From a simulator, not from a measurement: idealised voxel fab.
Name of the process module below: voxel tone inversion
Cross-section cut: width 190 nm, square cells of 5 nm.
Notation: cross-section as square-cell grid; stated in bands, top first, going down; one or more cell rows per band.
What a band's entry tells you: where the top is and where the bottom is, as heights in nm, and after that what lies inside, material by material from left to right, each with its width in nm. Empty space is written as the word "air", and a single material marked with the word "everywhere" occupies the band from edge to edge.
Heights are measured from 0, the level below which the as-received wafer is all one material; the lowest band has no bottom and continues downward, written as in "0 nm and below".
So if you see something like "30 to 40" for the width, read it as the top row of the band sitting at the first number and the bottom row at the second, with every row in between moving by the same amount as the last.
When a step is marked "no modifications", none of the cells in the cross-section changed during that step.
Each empty space that has no open way to the top and spans at least 8 cells appears under "Enclosed void listing" as width x height at distance, the distance counted from the left edge, all in nm.
after a step's settings: what the simulator itself notes on the step
overlay nm: mask right of planned place by this much (step with mask). Neg. = left.
Below you will find pairs of cross-sections. In each, one shows the wafer before one process step and the other after it, with the after view ending at the lowest band that changed. Under each pair is the step separating them, along with its settings. Do not assume the pairs form a chain: they can come from different runs of this module on the same starting wafer, and a pair continues from the pair above it only when its "Pre-step snapshot" entry says so.

Pre-step snapshot
- 0 nm and below  Si everywhere
- Enclosed void listing: none

Post-Step Geometry
- 5 nm to 0 nm  SiN everywhere
- Anything lower than 0 is untouched.
- Enclosed void listing: none
Name the step between the before and after sections above: CONFORMAL_DEP | material SiN | thk nm 5

Pre-step snapshot: = after-state of the pair above.

Post-Step Geometry
- 25 nm to 5 nm  aC everywhere
- Anything lower than 5 is untouched.
- Enclosed void listing: none
Name the step between the before and after sections above: DIRECTIONAL_DEP | material aC | thk nm 20

Pre-step snapshot: = after-state of the pair above.

Post-Step Geometry
- 55 nm to 25 nm  air=55, then resist=25, then air=25, then resist=25, then air=60
- Anything lower than 25 is untouched.
- Enclosed void listing: none
Name the step between the before and after sections above: PATTERN | tone cover | mask id POSTS | material resist | width nm 25 | pitch nm 50 | thk nm 30 | overlay nm 0

Pre-step snapshot: = after-state of the pair above.

Post-Step Geometry
- 35 nm to 25 nm  air=55, then resist=25, then air=25, then resist=25, then air=60
- 25 nm to 5 nm  air=55, then aC=25, then air=25, then aC=25, then air=60
- Anything lower than 5 is untouched.
- Enclosed void listing: none
Name the step between the before and after sections above: DIRECTIONAL_ETCH | etch materials aC | depth nm 20

Pre-step snapshot: = after-state of the pair above.

Post-Step Geometry
- 25 nm to 5 nm  air=55, then aC=25, then air=25, then aC=25, then air=60
- Anything lower than 5 is untouched.
- Enclosed void listing: none
Name the step between the before and after sections above: STRIP | etch materials resist

Pre-step snapshot: = after-state of the pair above.

Post-Step Geometry
- 35 nm to 25 nm  lowk everywhere
- 25 nm to 5 nm  lowk=55, then aC=25, then lowk=25, then aC=25, then lowk=60
- Anything lower than 5 is untouched.
- Enclosed void listing: none
Name the step between the before and after sections above: FILL_DEP | material lowk | thk nm 10

Pre-step snapshot: = after-state of the pair above.

Post-Step Geometry
- 25 nm to 5 nm  lowk=55, then aC=25, then lowk=25, then aC=25, then lowk=60
- Anything lower than 5 is untouched.
- Enclosed void listing: none
Name the step between the before and after sections above: CMP | height nm 25

Pre-step snapshot: = after-state of the pair above.

Post-Step Geometry
- 25 nm to 5 nm  lowk=55, then air=25, then lowk=25, then air=25, then lowk=60
- Anything lower than 5 is untouched.
- Enclosed void listing: none
Name the step between the before and after sections above: STRIP | etch materials aC

Pre-step snapshot: = after-state of the pair above.

Post-Step Geometry
- 30 nm to 25 nm  TiN=60, then air=15, then TiN=35, then air=15, then TiN=65
- 25 nm to 10 nm  lowk=55, then TiN=5, then air=15, then TiN=5, then lowk=25, then TiN=5, then air=15, then TiN=5, then lowk=60
- 10 nm to 5 nm  lowk=55, then TiN=25, then lowk=25, then TiN=25, then lowk=60
- Anything lower than 5 is untouched.
- Enclosed void listing: none
Name the step between the before and after sections above: CONFORMAL_DEP | material TiN | thk nm 5

Pre-step snapshot: = after-state of the pair above.

Post-Step Geometry
- 40 nm to 30 nm  W everywhere
- 30 nm to 25 nm  TiN=60, then W=15, then TiN=35, then W=15, then TiN=65
- 25 nm to 10 nm  lowk=55, then TiN=5, then W=15, then TiN=5, then lowk=25, then TiN=5, then W=15, then TiN=5, then lowk=60
- Anything lower than 10 is untouched.
- Enclosed void listing: none
Name the step between the before and after sections above: FILL_DEP | material W | thk nm 10

Pre-step snapshot: = after-state of the pair above.

Post-Step Geometry
- 25 nm to 10 nm  lowk=55, then TiN=5, then W=15, then TiN=5, then lowk=25, then TiN=5, then W=15, then TiN=5, then lowk=60
- Anything lower than 10 is untouched.
- Enclosed void listing: none
Name the step between the before and after sections above: CMP | height nm 25

Pre-step snapshot: = after-state of the pair above.

Post-Step Geometry
- 30 nm to 25 nm  SiCN everywhere
- Anything lower than 25 is untouched.
- Enclosed void listing: none
Name the step between the before and after sections above: CONFORMAL_DEP | material SiCN | thk nm 5

Pre-step snapshot
- 40 nm to 30 nm  W everywhere
- 30 nm to 25 nm  TiN=60, then W=15, then TiN=35, then W=15, then TiN=65
- 25 nm to 10 nm  lowk=55, then TiN=5, then W=15, then TiN=5, then lowk=25, then TiN=5, then W=15, then TiN=5, then lowk=60
- 10 nm to 5 nm  lowk=55, then TiN=25, then lowk=25, then TiN=25, then lowk=60
- 5 nm to 0 nm  SiN everywhere
- 0 nm and below  Si everywhere
- Enclosed void listing: none

Post-Step Geometry
- 45 nm to 40 nm  SiCN everywhere
- Anything lower than 40 is untouched.
- Enclosed void listing: none
Name the step between the before and after sections above: CONFORMAL_DEP | material SiCN | thk nm 5

Pre-step snapshot
- 0 nm and below  Si everywhere
- Enclosed void listing: none

Post-Step Geometry
- 20 nm to 0 nm  aC everywhere
- Anything lower than 0 is untouched.
- Enclosed void listing: none
Name the step between the before and after sections above: DIRECTIONAL_DEP | material aC | thk nm 20

Pre-step snapshot: = after-state of the pair above.

Post-Step Geometry
- 25 nm to 20 nm  SiN everywhere
- Anything lower than 20 is untouched.
- Enclosed void listing: none
Name the step between the before and after sections above: CONFORMAL_DEP | material SiN | thk nm 5

Pre-step snapshot: = after-state of the pair above.

Post-Step Geometry
- 55 nm to 25 nm  air=55, then resist=25, then air=25, then resist=25, then air=60
- Anything lower than 25 is untouched.
- Enclosed void listing: none
Name the step between the before and after sections above: PATTERN | tone cover | mask id POSTS | material resist | width nm 25 | pitch nm 50 | thk nm 30 | overlay nm 0

Pre-step snapshot: = after-state of the pair above.

Post-Step Geometry
- 35 nm to 25 nm  air=55, then resist=25, then air=25, then resist=25, then air=60
- Anything lower than 25 is untouched.
- Enclosed void listing: none
Name the step between the before and after sections above: DIRECTIONAL_ETCH | etch materials aC | depth nm 20

Pre-step snapshot: = after-state of the pair above.

Post-Step Geometry
- 25 nm to 20 nm  SiN everywhere
- Anything lower than 20 is untouched.
- Enclosed void listing: none
Name the step between the before and after sections above: STRIP | etch materials resist

Pre-step snapshot: = after-state of the pair above.

Post-Step Geometry
- 35 nm to 25 nm  lowk everywhere
- Anything lower than 25 is untouched.
- Enclosed void listing: none
Name the step between the before and after sections above: FILL_DEP | material lowk | thk nm 10

Pre-step snapshot: = after-state of the pair above.

Post-Step Geometry
- 25 nm to 20 nm  SiN everywhere
- Anything lower than 20 is untouched.
- Enclosed void listing: none
Name the step between the before and after sections above: CMP | height nm 25

Pre-step snapshot: = after-state of the pair above.

Post-Step Geometry
- 30 nm to 25 nm  TiN everywhere
- Anything lower than 25 is untouched.
- Enclosed void listing: none
Name the step between the before and after sections above: CONFORMAL_DEP | material TiN | thk nm 5

Pre-step snapshot: = after-state of the pair above.

Post-Step Geometry
- 40 nm to 30 nm  W everywhere
- Anything lower than 30 is untouched.
- Enclosed void listing: none
Name the step between the before and after sections above: FILL_DEP | material W | thk nm 10

Pre-step snapshot: = after-state of the pair above.

Post-Step Geometry
- 25 nm to 20 nm  SiN everywhere
- Anything lower than 20 is untouched.
- Enclosed void listing: none
Name the step between the before and after sections above: CMP | height nm 25

Pre-step snapshot: = after-state of the pair above.

Post-Step Geometry
- 30 nm to 25 nm  SiCN everywhere
- Anything lower than 25 is untouched.
- Enclosed void listing: none
Name the step between the before and after sections above: CONFORMAL_DEP | material SiCN | thk nm 5

Pre-step snapshot
- 40 nm to 30 nm  W everywhere
- 30 nm to 25 nm  TiN=60, then W=15, then TiN=35, then W=15, then TiN=65
- 25 nm to 10 nm  lowk=55, then TiN=5, then W=15, then TiN=5, then lowk=25, then TiN=5, then W=15, then TiN=5, then lowk=60
- 10 nm to 5 nm  lowk=55, then TiN=25, then lowk=25, then TiN=25, then lowk=60
- 5 nm to 0 nm  SiN everywhere
- 0 nm and below  Si everywhere
- Enclosed void listing: none

Post-Step Geometry
- 15 nm to 10 nm  lowk=55, then TiN=5, then W=15, then TiN=5, then lowk=25, then TiN=5, then W=15, then TiN=5, then lowk=60
- Anything lower than 10 is untouched.
- Enclosed void listing: none
Name the step between the before and after sections above: CMP | height nm 15

Pre-step snapshot: = after-state of the pair above.

Post-Step Geometry
- 20 nm to 15 nm  SiCN everywhere
- Anything lower than 15 is untouched.
- Enclosed void listing: none
Name the step between the before and after sections above: CONFORMAL_DEP | material SiCN | thk nm 5

Pre-step snapshot
- 25 nm to 5 nm  aC everywhere
- 5 nm to 0 nm  SiN everywhere
- 0 nm and below  Si everywhere
- Enclosed void listing: none

Post-Step Geometry
- 55 nm to 25 nm  air=60, then resist=20, then air=30, then resist=20, then air=60
- Anything lower than 25 is untouched.
- Enclosed void listing: none
Name the step between the before and after sections above: PATTERN | tone cover | mask id POSTS | material resist | width nm 20 | pitch nm 50 | thk nm 30 | overlay nm 0

Pre-step snapshot: = after-state of the pair above.

Post-Step Geometry
- 35 nm to 25 nm  air=60, then resist=20, then air=30, then resist=20, then air=60
- 25 nm to 5 nm  air=60, then aC=20, then air=30, then aC=20, then air=60
- Anything lower than 5 is untouched.
- Enclosed void listing: none
Name the step between the before and after sections above: DIRECTIONAL_ETCH | etch materials aC | depth nm 20

Pre-step snapshot: = after-state of the pair above.

Post-Step Geometry
- 25 nm to 5 nm  air=60, then aC=20, then air=30, then aC=20, then air=60
- Anything lower than 5 is untouched.
- Enclosed void listing: none
Name the step between the before and after sections above: STRIP | etch materials resist

Pre-step snapshot: = after-state of the pair above.

Post-Step Geometry
- 35 nm to 25 nm  lowk everywhere
- 25 nm to 5 nm  lowk=60, then aC=20, then lowk=30, then aC=20, then lowk=60
- Anything lower than 5 is untouched.
- Enclosed void listing: none
Name the step between the before and after sections above: FILL_DEP | material lowk | thk nm 10

Pre-step snapshot: = after-state of the pair above.

Post-Step Geometry
- 25 nm to 5 nm  lowk=60, then aC=20, then lowk=30, then aC=20, then lowk=60
- Anything lower than 5 is untouched.
- Enclosed void listing: none
Name the step between the before and after sections above: CMP | height nm 25

Pre-step snapshot: = after-state of the pair above.

Post-Step Geometry
- 25 nm to 5 nm  lowk=60, then air=20, then lowk=30, then air=20, then lowk=60
- Anything lower than 5 is untouched.
- Enclosed void listing: none
Name the step between the before and after sections above: STRIP | etch materials aC

Pre-step snapshot: = after-state of the pair above.

Post-Step Geometry
- 30 nm to 25 nm  TiN=65, then air=10, then TiN=40, then air=10, then TiN=65
- 25 nm to 10 nm  lowk=60, then TiN=5, then air=10, then TiN=5, then lowk=30, then TiN=5, then air=10, then TiN=5, then lowk=60
- 10 nm to 5 nm  lowk=60, then TiN=20, then lowk=30, then TiN=20, then lowk=60
- Anything lower than 5 is untouched.
- Enclosed void listing: none
Name the step between the before and after sections above: CONFORMAL_DEP | material TiN | thk nm 5

Pre-step snapshot: = after-state of the pair above.

Post-Step Geometry
- 40 nm to 30 nm  W everywhere
- 30 nm to 25 nm  TiN=65, then W=10, then TiN=40, then W=10, then TiN=65
- 25 nm to 10 nm  lowk=60, then TiN=5, then W=10, then TiN=5, then lowk=30, then TiN=5, then W=10, then TiN=5, then lowk=60
- Anything lower than 10 is untouched.
- Enclosed void listing: none
Name the step between the before and after sections above: FILL_DEP | material W | thk nm 10

Pre-step snapshot: = after-state of the pair above.

Post-Step Geometry
- 25 nm to 10 nm  lowk=60, then TiN=5, then W=10, then TiN=5, then lowk=30, then TiN=5, then W=10, then TiN=5, then lowk=60
- Anything lower than 10 is untouched.
- Enclosed void listing: none
Name the step between the before and after sections above: CMP | height nm 25

Pre-step snapshot: = after-state of the pair above.

Post-Step Geometry
- 30 nm to 25 nm  SiCN everywhere
- Anything lower than 25 is untouched.
- Enclosed void listing: none
Name the step between the before and after sections above: CONFORMAL_DEP | material SiCN | thk nm 5

Pre-step snapshot
- 25 nm to 5 nm  aC everywhere
- 5 nm to 0 nm  SiN everywhere
- 0 nm and below  Si everywhere
- Enclosed void listing: none

Post-Step Geometry
- 55 nm to 25 nm  air=60, then resist=25, then air=25, then resist=25, then air=55
- Anything lower than 25 is untouched.
- Enclosed void listing: none
Name the step between the before and after sections above: PATTERN | tone cover | mask id POSTS | material resist | width nm 25 | pitch nm 50 | thk nm 30 | overlay nm 5

Pre-step snapshot: = after-state of the pair above.

Post-Step Geometry
- 35 nm to 25 nm  air=60, then resist=25, then air=25, then resist=25, then air=55
- 25 nm to 5 nm  air=60, then aC=25, then air=25, then aC=25, then air=55
- Anything lower than 5 is untouched.
- Enclosed void listing: none
Name the step between the before and after sections above: DIRECTIONAL_ETCH | etch materials aC | depth nm 20

Pre-step snapshot: = after-state of the pair above.

Post-Step Geometry
- 25 nm to 5 nm  air=60, then aC=25, then air=25, then aC=25, then air=55
- Anything lower than 5 is untouched.
- Enclosed void listing: none
Name the step between the before and after sections above: STRIP | etch materials resist

Pre-step snapshot: = after-state of the pair above.

Post-Step Geometry
- 35 nm to 25 nm  lowk everywhere
- 25 nm to 5 nm  lowk=60, then aC=25, then lowk=25, then aC=25, then lowk=55
- Anything lower than 5 is untouched.
- Enclosed void listing: none
Name the step between the before and after sections above: FILL_DEP | material lowk | thk nm 10

Pre-step snapshot: = after-state of the pair above.

Post-Step Geometry
- 25 nm to 5 nm  lowk=60, then aC=25, then lowk=25, then aC=25, then lowk=55
- Anything lower than 5 is untouched.
- Enclosed void listing: none
Name the step between the before and after sections above: CMP | height nm 25

Pre-step snapshot: = after-state of the pair above.

Post-Step Geometry
- 25 nm to 5 nm  lowk=60, then air=25, then lowk=25, then air=25, then lowk=55
- Anything lower than 5 is untouched.
- Enclosed void listing: none
Name the step between the before and after sections above: STRIP | etch materials aC

Pre-step snapshot: = after-state of the pair above.

Post-Step Geometry
- 30 nm to 25 nm  TiN=65, then air=15, then TiN=35, then air=15, then TiN=60
- 25 nm to 10 nm  lowk=60, then TiN=5, then air=15, then TiN=5, then lowk=25, then TiN=5, then air=15, then TiN=5, then lowk=55
- 10 nm to 5 nm  lowk=60, then TiN=25, then lowk=25, then TiN=25, then lowk=55
- Anything lower than 5 is untouched.
- Enclosed void listing: none
Name the step between the before and after sections above: CONFORMAL_DEP | material TiN | thk nm 5

Pre-step snapshot: = after-state of the pair above.

Post-Step Geometry
- 40 nm to 30 nm  W everywhere
- 30 nm to 25 nm  TiN=65, then W=15, then TiN=35, then W=15, then TiN=60
- 25 nm to 10 nm  lowk=60, then TiN=5, then W=15, then TiN=5, then lowk=25, then TiN=5, then W=15, then TiN=5, then lowk=55
- Anything lower than 10 is untouched.
- Enclosed void listing: none
Name the step between the before and after sections above: FILL_DEP | material W | thk nm 10

Pre-step snapshot: = after-state of the pair above.

Post-Step Geometry
- 25 nm to 10 nm  lowk=60, then TiN=5, then W=15, then TiN=5, then lowk=25, then TiN=5, then W=15, then TiN=5, then lowk=55
- Anything lower than 10 is untouched.
- Enclosed void listing: none
Name the step between the before and after sections above: CMP | height nm 25

Pre-step snapshot: = after-state of the pair above.

Post-Step Geometry
- 30 nm to 25 nm  SiCN everywhere
- Anything lower than 25 is untouched.
- Enclosed void listing: none
Name the step between the before and after sections above: CONFORMAL_DEP | material SiCN | thk nm 5

Pre-step snapshot
- 25 nm to 10 nm  lowk=55, then TiN=5, then W=15, then TiN=5, then lowk=25, then TiN=5, then W=15, then TiN=5, then lowk=60
- 10 nm to 5 nm  lowk=55, then TiN=25, then lowk=25, then TiN=25, then lowk=60
- 5 nm to 0 nm  SiN everywhere
- 0 nm and below  Si everywhere
- Enclosed void listing: none

Post-Step Geometry
- 30 nm to 25 nm  W everywhere
- Anything lower than 25 is untouched.
- Enclosed void listing: none
Name the step between the before and after sections above: CONFORMAL_DEP | material W | thk nm 5

Pre-step snapshot
- 25 nm to 5 nm  aC everywhere
- 5 nm to 0 nm  SiN everywhere
- 0 nm and below  Si everywhere
- Enclosed void listing: none

Post-Step Geometry
- 55 nm to 25 nm  resist=55, then air=25, then resist=25, then air=25, then resist=60
- Anything lower than 25 is untouched.
- Enclosed void listing: none
Name the step between the before and after sections above: PATTERN | tone open | mask id POSTS | material resist | width nm 25 | pitch nm 50 | thk nm 30 | overlay nm 0

Pre-step snapshot: = after-state of the pair above.

Post-Step Geometry
- 35 nm to 25 nm  resist=55, then air=25, then resist=25, then air=25, then resist=60
- 25 nm to 5 nm  aC=55, then air=25, then aC=25, then air=25, then aC=60
- Anything lower than 5 is untouched.
- Enclosed void listing: none
Name the step between the before and after sections above: DIRECTIONAL_ETCH | etch materials aC | depth nm 20

Pre-step snapshot: = after-state of the pair above.

Post-Step Geometry
- 25 nm to 5 nm  aC=55, then air=25, then aC=25, then air=25, then aC=60
- Anything lower than 5 is untouched.
- Enclosed void listing: none
Name the step between the before and after sections above: STRIP | etch materials resist

Pre-step snapshot: = after-state of the pair above.

Post-Step Geometry
- 35 nm to 25 nm  lowk everywhere
- 25 nm to 5 nm  aC=55, then lowk=25, then aC=25, then lowk=25, then aC=60
- Anything lower than 5 is untouched.
- Enclosed void listing: none
Name the step between the before and after sections above: FILL_DEP | material lowk | thk nm 10

Pre-step snapshot: = after-state of the pair above.

Post-Step Geometry
- 25 nm to 5 nm  aC=55, then lowk=25, then aC=25, then lowk=25, then aC=60
- Anything lower than 5 is untouched.
- Enclosed void listing: none
Name the step between the before and after sections above: CMP | height nm 25

Pre-step snapshot: = after-state of the pair above.

Post-Step Geometry
- 25 nm to 5 nm  air=55, then lowk=25, then air=25, then lowk=25, then air=60
- Anything lower than 5 is untouched.
- Enclosed void listing: none
Name the step between the before and after sections above: STRIP | etch materials aC

Pre-step snapshot: = after-state of the pair above.

Post-Step Geometry
- 30 nm to 25 nm  air=50, then TiN=35, then air=15, then TiN=35, then air=55
- 25 nm to 10 nm  air=50, then TiN=5, then lowk=25, then TiN=5, then air=15, then TiN=5, then lowk=25, then TiN=5, then air=55
- 10 nm to 5 nm  TiN=55, then lowk=25, then TiN=25, then lowk=25, then TiN=60
- Anything lower than 5 is untouched.
- Enclosed void listing: none
Name the step between the before and after sections above: CONFORMAL_DEP | material TiN | thk nm 5

Pre-step snapshot: = after-state of the pair above.

Post-Step Geometry
- 40 nm to 30 nm  W everywhere
- 30 nm to 25 nm  W=50, then TiN=35, then W=15, then TiN=35, then W=55
- 25 nm to 10 nm  W=50, then TiN=5, then lowk=25, then TiN=5, then W=15, then TiN=5, then lowk=25, then TiN=5, then W=55
- Anything lower than 10 is untouched.
- Enclosed void listing: none
Name the step between the before and after sections above: FILL_DEP | material W | thk nm 10

Pre-step snapshot: = after-state of the pair above.

Post-Step Geometry
- 25 nm to 10 nm  W=50, then TiN=5, then lowk=25, then TiN=5, then W=15, then TiN=5, then lowk=25, then TiN=5, then W=55
- Anything lower than 10 is untouched.
- Enclosed void listing: none
Name the step between the before and after sections above: CMP | height nm 25

Pre-step snapshot: = after-state of the pair above.

Post-Step Geometry
- 30 nm to 25 nm  SiCN everywhere
- Anything lower than 25 is untouched.
- Enclosed void listing: none
Name the step between the before and after sections above: CONFORMAL_DEP | material SiCN | thk nm 5
